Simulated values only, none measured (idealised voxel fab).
The document below concerns the process module designated voxel gate over fins.
Pictured: cross-section cut, 215 nm wide, on a grid of 5 nm square cells.
Format of a cross-section: grid, square cells. Given as bands. Order: top down. Band: one or more rows of cells. Heights first: top, then bottom, in nm. Then materials, left to right, each with a width in nm. "full width" on a single material: fills the band edge to edge. "empty": empty space. Note: height 0 marks the level under which the wafer is uniformly one material as received. Lowest band unbounded below, written "top 0, no bottom". You'd read "30->40" like this: the band's top row of cells is as wide as the first number, its bottom row is as wide as the second, and going down, every row changes width by the same amount as the row before did. Where a step carries "nothing different", the cross-section came out of it unchanged, cell for cell. For the entry "Trapped void list", the listed items are empty spaces with no open way to the top whose size is 8 cells or more; each item follows the pattern width x height at distance, where distance is from the left edge and all three are in nm. Heads up: the bit after the settings on a step's line is the simulator's remark on that step. For masked steps, "overlay nm" on the step line gives how far right of plan the mask actually lay; a minus sign means it lay to the left.
Set out below are the planned steps of the process:
1,RECEIVE, material Si
2,CONFORMAL_DEP, material SiN, thk nm 10
3,DIRECTIONAL_DEP, material aC, thk nm 15
4,PATTERN, tone cover, mask id FINS, material resist, width nm 15, pitch nm 40, thk nm 30, overlay nm 0
5,DIRECTIONAL_ETCH, etch materials aC, depth nm 15
6,STRIP, etch materials resist
7,DIRECTIONAL_ETCH, etch materials SiN, depth nm 10
8,DIRECTIONAL_ETCH, etch materials Si, depth nm 40
9,STRIP, etch materials aC
10,FILL_DEP, material SiO2, thk nm 5
11,CMP, height nm 10
12,SELECTIVE_ETCH, etch materials SiO2, depth nm 25
13,STRIP, etch materials SiN
14,CONFORMAL_DEP, material HfO2, thk nm 5
15,CONFORMAL_DEP, material TiN, thk nm 5
16,CONFORMAL_DEP, material TiAl, thk nm 5
17,CONFORMAL_DEP, material TiN, thk nm 5
18,FILL_DEP, material W, thk nm 15
19,CMP, height nm 30
20,CONFORMAL_DEP, material SiCN, thk nm 10
as received, after step 1:
- top 0, no bottom = Si full width
- Trapped void list: none
Post-module cross-section of the first of two wafers (run per plan):
- top 40, bottom 30 = SiCN full width
- top 30, bottom 20 = W full width
- top 20, bottom 15 = 40 nm W | 135 nm TiN | 40 nm W
- top 15, bottom 10 = 40 nm W | 5 nm TiN | 125 nm TiAl | 5 nm TiN | 40 nm W
- top 10, bottom 5 = 40 nm W | 5 nm TiN | 5 nm TiAl | 35 nm TiN | 5 nm TiAl | 35 nm TiN | 5 nm TiAl | 35 nm TiN | 5 nm TiAl | 5 nm TiN | 40 nm W
- top 5, bottom 0 = 45 nm TiN | 5 nm TiAl | 5 nm TiN | 25 nm HfO2 | 5 nm TiN | 5 nm TiAl | 5 nm TiN | 25 nm HfO2 | 5 nm TiN | 5 nm TiAl | 5 nm TiN | 25 nm HfO2 | 5 nm TiN | 5 nm TiAl | 45 nm TiN
- top 0, bottom -5 = 50 nm TiAl | 5 nm TiN | 5 nm HfO2 | 15 nm Si | 5 nm HfO2 | 5 nm TiN | 5 nm TiAl | 5 nm TiN | 5 nm HfO2 | 15 nm Si | 5 nm HfO2 | 5 nm TiN | 5 nm TiAl | 5 nm TiN | 5 nm HfO2 | 15 nm Si | 5 nm HfO2 | 5 nm TiN | 50 nm TiAl
- top -5, bottom -10 = 55 nm TiN | 5 nm HfO2 | 15 nm Si | 5 nm HfO2 | 15 nm TiN | 5 nm HfO2 | 15 nm Si | 5 nm HfO2 | 15 nm TiN | 5 nm HfO2 | 15 nm Si | 5 nm HfO2 | 55 nm TiN
- top -10, bottom -15 = 60 nm HfO2 | 15 nm Si | 25 nm HfO2 | 15 nm Si | 25 nm HfO2 | 15 nm Si | 60 nm HfO2
- top -15, bottom -40 = 60 nm SiO2 | 15 nm Si | 25 nm SiO2 | 15 nm Si | 25 nm SiO2 | 15 nm Si | 60 nm SiO2
- top -40, no bottom = Si full width
- Trapped void list: none
Cross-sectional view of the second of two wafers upon completion of the module. This wafer shared its starting condition and process plan with the first; one error was made during its execution:
- top 40, bottom 30 = SiCN full width
- top 30, bottom 20 = W full width
- top 20, bottom 15 = TiN full width
- top 15, bottom 10 = TiAl full width
- top 10, bottom 5 = TiN full width
- top 5, bottom 0 = 65 nm HfO2 | 5 nm TiN | 35 nm HfO2 | 5 nm TiN | 35 nm HfO2 | 5 nm TiN | 65 nm HfO2
- top 0, bottom -10 = 60 nm Si | 5 nm HfO2 | 5 nm TiN | 5 nm HfO2 | 25 nm Si | 5 nm HfO2 | 5 nm TiN | 5 nm HfO2 | 25 nm Si | 5 nm HfO2 | 5 nm TiN | 5 nm HfO2 | 60 nm Si
- top -10, bottom -15 = 60 nm Si | 15 nm HfO2 | 25 nm Si | 15 nm HfO2 | 25 nm Si | 15 nm HfO2 | 60 nm Si
- top -15, bottom -40 = 60 nm Si | 15 nm SiO2 | 25 nm Si | 15 nm SiO2 | 25 nm Si | 15 nm SiO2 | 60 nm Si
- top -40, no bottom = Si full width
- Trapped void list: none
What was done differently from what was planned? planned and actual differ for step 4; actual: PATTERN, tone open, mask id FINS, material resist, width nm 15, pitch nm 40, thk nm 30, overlay nm 0
Count the cells at the end and the second wafer has more or fewer of some materials than the first: 200 more of Si | 125 fewer of SiO2 | 12 fewer of TiAl | 15 fewer of TiN | 48 fewer of W
